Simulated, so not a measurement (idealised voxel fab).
Presented below is a process module, voxel trench capacitor.
The figure presents cross-section cut, which has a width of 200 nm and is divided into square cells with an edge length of 5 nm.
Bands, listed from the top down, are how a cross-section gets written in this document; the cross-section itself is a grid of square cells, and a band is one or more rows of them.
For a band, the entry starts with two heights in nm, that of the top and then that of the bottom, and carries on with the band's materials in order from left to right, each alongside its width in nm; the word "full width" beside a single material means it fills the band edge to edge, and "blank" means empty space.
Basically, 0 is our baseline, since under it the wafer straight out of the box is all one material. The bottom band has no lower end and keeps on going down, so it looks like "0 nm and below".
A width such as "30..40" changes by the same amount from each row of cells to the next, from the band's top row to its bottom row.
A step reported as "everything unchanged" is a step in which no cell of the cross-section changed.
"Fully closed voids" specifies each empty space that is not open to the top and that occupies no fewer than 8 cells, using the form width x height at distance, the distance measured from the left edge and all three quantities in nm.
Note: text after step settings on the step line = simulator remark on that step.
You can add "overlay nm" to a step's line. For a step with a mask, it describes how far the mask lay to the right of its planned position, and a negative number describes a lay to the left.

**List of planned process steps**
1. RECEIVE with material Si
2. CONFORMAL_DEP with material SiN, thk nm 5
3. DIRECTIONAL_DEP with material aC, thk nm 10
4. PATTERN with tone open, mask id TRENCH, material resist, width nm 25, pitch nm 55, thk nm 30, overlay nm 0
5. DIRECTIONAL_ETCH with etch materials aC, depth nm 10
6. STRIP with etch materials resist
7. DIRECTIONAL_ETCH with etch materials SiN, depth nm 5
8. DIRECTIONAL_ETCH with etch materials Si, depth nm 35
9. STRIP with etch materials aC
10. CONFORMAL_DEP with material Al2O3, thk nm 5
11. FILL_DEP with material polySi, thk nm 5
12. CMP with height nm 5

**The cross-section here shows the wafer as received, i.e. in its state after step 1**
> 0 nm and below = Si full width
> Fully closed voids: none

**Looking at the first of two wafers in cross-section at end of module - ran to plan**
> 5 nm to 0 nm = SiN: 60 | Al2O3: 5 | polySi: 15 | Al2O3: 5 | SiN: 30 | Al2O3: 5 | polySi: 15 | Al2O3: 5 | SiN: 60
> 0 nm to -30 nm = Si: 60 | Al2O3: 5 | polySi: 15 | Al2O3: 5 | Si: 30 | Al2O3: 5 | polySi: 15 | Al2O3: 5 | Si: 60
> -30 nm to -35 nm = Si: 60 | Al2O3: 25 | Si: 30 | Al2O3: 25 | Si: 60
> -35 nm and below = Si full width
> Fully closed voids: none

**Wafer two, end of module, cross-section. Same start, same plan as wafer one. One mistake in the run**
> 5 nm to 0 nm = SiN: 65 | Al2O3: 5 | polySi: 10 | Al2O3: 5 | SiN: 35 | Al2O3: 5 | polySi: 10 | Al2O3: 5 | SiN: 60
> 0 nm to -30 nm = Si: 65 | Al2O3: 5 | polySi: 10 | Al2O3: 5 | Si: 35 | Al2O3: 5 | polySi: 10 | Al2O3: 5 | Si: 60
> -30 nm to -35 nm = Si: 65 | Al2O3: 20 | Si: 35 | Al2O3: 20 | Si: 60
> -35 nm and below = Si full width
> Fully closed voids: none
what went wrong: in deviation from the planned setting, step 4 was conducted as PATTERN with tone open, mask id TRENCH, material resist, width nm 20, pitch nm 55, thk nm 30, overlay nm 0
FYI, end of process, the second wafer has more or fewer cells of some materials than the first: 2 fewer of Al2O3 | 14 more of Si | 2 more of SiN | 14 fewer of polySi
